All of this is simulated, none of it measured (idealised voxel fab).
The name of this process module is voxel double patterning.
The width of the displayed cross-section, cut, is 290 nm; its cells are square, with a size of 5 nm.
Cross-section = grid of square cells, listed top down in bands; band = one or more rows. Band: top height; bottom height; in nm. Then, left to right: material with width in nm, for each material. "everywhere": a single material spanning edge to edge. "air": empty space. Height 0 is the level under which the wafer as received is all one material. The lowest band goes on downwards, as in "from 0 down". Top row gets the first number, bottom row gets the second, and each row in between changes by the same step: that is how a band width like "30 to 40" works. The cross-section has no changed cell in any step marked "everything unchanged". What "Voids, enclosed" gives you is every empty space of 8 cells or more that is cut off from the top. Each appears as width x height at distance, with the distance taken from the left edge and width, height and distance all in nm. Heads up: the bit after the settings on a step's line is the simulator's remark on that step. "overlay nm" answers the question of how far to the right of plan the mask lay on a step that has a mask, and when it is negative the answer is to the left.
Below is the list of planned process steps
1. RECEIVE: material Si
2. CONFORMAL_DEP: material SiO2, thk nm 5
3. DIRECTIONAL_DEP: material TiN, thk nm 10
4. DIRECTIONAL_DEP: material SiCN, thk nm 5
5. MASKED_ETCH: tone open, mask id FIRST, width nm 15, pitch nm 50, etch materials SiCN, depth nm 5, overlay nm 0
6. MASKED_ETCH: tone open, mask id SECOND, width nm 15, pitch nm 50, etch materials SiCN, depth nm 5, overlay nm 0
7. DIRECTIONAL_ETCH: etch materials TiN, depth nm 10
8. STRIP: etch materials SiCN
Shown in cross-section is the wafer as received, that is, as it stands after step 1
- from 0 down  Si everywhere
- Voids, enclosed: none
Module complete - cross-section of the first of two wafers, run according to plan
- from 15 to 5  85 nm TiN; 15 nm air; 10 nm TiN; 15 nm air; 10 nm TiN; 15 nm air; 10 nm TiN; 15 nm air; 10 nm TiN; 15 nm air; 90 nm TiN
- from 5 to 0  SiO2 everywhere
- from 0 down  Si everywhere
- Voids, enclosed: none
Wafer two, sectioned after the module: the first wafer's start, the first wafer's plan, and one mistake in how it was run
- from 15 to 5  85 nm TiN; 15 nm air; 10 nm TiN; 20 nm air; 5 nm TiN; 15 nm air; 10 nm TiN; 20 nm air; 5 nm TiN; 15 nm air; 90 nm TiN
- from 5 to 0  SiO2 everywhere
- from 0 down  Si everywhere
- Voids, enclosed: none
It is concluded that the wafer was processed incorrectly with respect to the plan, in that step 6: run off-plan, actual operation and settings MASKED_ETCH: tone open, mask id SECOND, width nm 20, pitch nm 50, etch materials SiCN, depth nm 5, overlay nm 0
Wrapping up, a cell-based count of both wafers puts the second over or under the first for these materials: -4 TiN
